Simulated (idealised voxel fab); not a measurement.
The document below concerns the process module designated voxel capacitor over wiring.
Section shown: cut. Width: 210 nm. Cell size: 5 nm, square.
Think of the cross-section as a grid of square cells. We describe it in bands, top to bottom, and each band covers one or more rows of those cells.
In this notation a band is specified by the heights of its top and bottom, in that order and in nm, after which its materials appear from left to right, each paired with its width in nm. The word "edge to edge" attached to a single material means that material fills the band from edge to edge; the word "empty" stands for empty space.
A quick word on heights: they are counted from 0, and under that level the wafer as it came to us is one material throughout. The lowest band is different from the rest in having no bottom; it simply continues downward, written as in "from 0 down".
Per-row width for "30..40": begins at first number (top row of band), ends at second number (bottom row), increment between rows held constant.
"nothing altered" for a step: no cell of the cross-section changed in that step.
Fully closed voids: empty space of 8 cells or more with no open way to the top, each as width x height at its distance from the left edge, in nm
Text after the settings on a step's line: the simulator's own remark on that step.
"overlay nm" answers the question of how far to the right of plan the mask lay on a step that has a mask, and when it is negative the answer is to the left.

PLANNED STEP LIST FOR THE PROCESS
step 1: op RECEIVE | material Si
step 2: op CONFORMAL_DEP | material SiO2 | thk nm 15
step 3: op CONFORMAL_DEP | material SiN | thk nm 5
step 4: op DIRECTIONAL_DEP | material SiO2 | thk nm 25
step 5: op PATTERN | tone open | mask id METAL_1 | material resist | width nm 30 | pitch nm 95 | thk nm 20 | overlay nm 0
step 6: op DIRECTIONAL_ETCH | etch materials SiO2 | depth nm 25
step 7: op DIRECTIONAL_ETCH | etch materials SiN | depth nm 5
step 8: op STRIP | etch materials resist
step 9: op CONFORMAL_DEP | material TiN | thk nm 5
step 10: op FILL_DEP | material Cu | thk nm 10
step 11: op CMP | height nm 45
step 12: op EPI | material Ru | thk nm 5
step 13: op FILL_DEP | material SiCN | thk nm 5
step 14: op DIRECTIONAL_DEP | material lowk | thk nm 15
step 15: op PATTERN | tone open | mask id PLUG_1 | material resist | width nm 15 | thk nm 15 | overlay nm 0
step 16: op DIRECTIONAL_ETCH | etch materials lowk | depth nm 15
step 17: op DIRECTIONAL_ETCH | etch materials SiCN | depth nm 5
step 18: op STRIP | etch materials resist
step 19: op CONFORMAL_DEP | material TiN | thk nm 5
step 20: op FILL_DEP | material Cu | thk nm 10
step 21: op CMP | height nm 70
step 22: op DIRECTIONAL_DEP | material TiN | thk nm 10
step 23: op DIRECTIONAL_DEP | material Al2O3 | thk nm 5
step 24: op DIRECTIONAL_DEP | material TiN | thk nm 10
step 25: op MASKED_ETCH | tone cover | mask id UPPER_PLATE | width nm 70 | etch materials TiN | depth nm 10 | overlay nm 0
step 26: op MASKED_ETCH | tone cover | mask id UPPER_PLATE | width nm 70 | etch materials Al2O3 | depth nm 5 | overlay nm 0
step 27: op DIRECTIONAL_DEP | material aC | thk nm 15
step 28: op PATTERN | tone cover | mask id LOWER_PLATE | material resist | width nm 80 | thk nm 30 | overlay nm 0
step 29: op DIRECTIONAL_ETCH | etch materials aC | depth nm 15
step 30: op STRIP | etch materials resist
step 31: op DIRECTIONAL_ETCH | etch materials TiN | depth nm 10
step 32: op STRIP | etch materials aC
step 33: op FILL_DEP | material SiO2 | thk nm 20
step 34: op CMP | height nm 110
step 35: op MASKED_ETCH | tone open | mask id PLUG_2 | width nm 15 | etch materials SiO2 | depth nm 15 | overlay nm 0
step 36: op CONFORMAL_DEP | material TiN | thk nm 5
step 37: op FILL_DEP | material Cu | thk nm 10
step 38: op CMP | height nm 110
step 39: op CONFORMAL_DEP | material SiCN | thk nm 5

CROSS-SECTION OF THE INCOMING WAFER, STATE AFTER STEP 1
* from 0 down = Si edge to edge
* Fully closed voids: none

FIRST OF TWO WAFERS AT THE END OF THE MODULE, SHOWN IN CROSS-SECTION; RUN CARRIED OUT AS PLANNED
* from 115 to 110 = SiCN edge to edge
* from 110 to 100 = 65 of SiO2; 5 of TiN; 5 of Cu; 5 of TiN; 130 of SiO2
* from 100 to 95 = 65 of SiO2; 15 of TiN; 130 of SiO2
* from 95 to 85 = 55 of SiO2; 70 of TiN; 85 of SiO2
* from 85 to 80 = 55 of SiO2; 70 of Al2O3; 85 of SiO2
* from 80 to 70 = 50 of SiO2; 80 of TiN; 80 of SiO2
* from 70 to 55 = 55 of lowk; 5 of TiN; 5 of Cu; 5 of TiN; 140 of lowk
* from 55 to 50 = 55 of SiCN; 15 of TiN; 140 of SiCN
* from 50 to 45 = 35 of SiCN; 40 of Ru; 55 of SiCN; 40 of Ru; 40 of SiCN
* from 45 to 20 = 40 of SiO2; 5 of TiN; 20 of Cu; 5 of TiN; 65 of SiO2; 5 of TiN; 20 of Cu; 5 of TiN; 45 of SiO2
* from 20 to 15 = 40 of SiN; 30 of TiN; 65 of SiN; 30 of TiN; 45 of SiN
* from 15 to 0 = SiO2 edge to edge
* from 0 down = Si edge to edge
* Fully closed voids: none

CROSS-SECTION AT END OF MODULE FOR THE SECOND WAFER OF TWO, WHICH MATCHED THE FIRST IN STARTING POINT AND PLAN AND DIFFERED BY ONE MISTAKE IN ITS PROCESSING
* from 115 to 110 = SiCN edge to edge
* from 110 to 100 = 65 of SiO2; 5 of TiN; 5 of Cu; 5 of TiN; 130 of SiO2
* from 100 to 95 = 65 of SiO2; 15 of TiN; 130 of SiO2
* from 95 to 85 = 60 of SiO2; 65 of TiN; 85 of SiO2
* from 85 to 80 = 55 of SiO2; 70 of Al2O3; 85 of SiO2
* from 80 to 70 = 50 of SiO2; 80 of TiN; 80 of SiO2
* from 70 to 55 = 55 of lowk; 5 of TiN; 5 of Cu; 5 of TiN; 140 of lowk
* from 55 to 50 = 55 of SiCN; 15 of TiN; 140 of SiCN
* from 50 to 45 = 35 of SiCN; 40 of Ru; 55 of SiCN; 40 of Ru; 40 of SiCN
* from 45 to 20 = 40 of SiO2; 5 of TiN; 20 of Cu; 5 of TiN; 65 of SiO2; 5 of TiN; 20 of Cu; 5 of TiN; 45 of SiO2
* from 20 to 15 = 40 of SiN; 30 of TiN; 65 of SiN; 30 of TiN; 45 of SiN
* from 15 to 0 = SiO2 edge to edge
* from 0 down = Si edge to edge
* Fully closed voids: none
The mistake made against the process plan was this: for step 25, the planned setting was not used; the step was instead run as op MASKED_ETCH | tone cover | mask id UPPER_PLATE | width nm 65 | etch materials TiN | depth nm 10 | overlay nm 0
Final cells, second wafer relative to first, materials higher or lower: SiO2: 2 more, TiN: 2 fewer
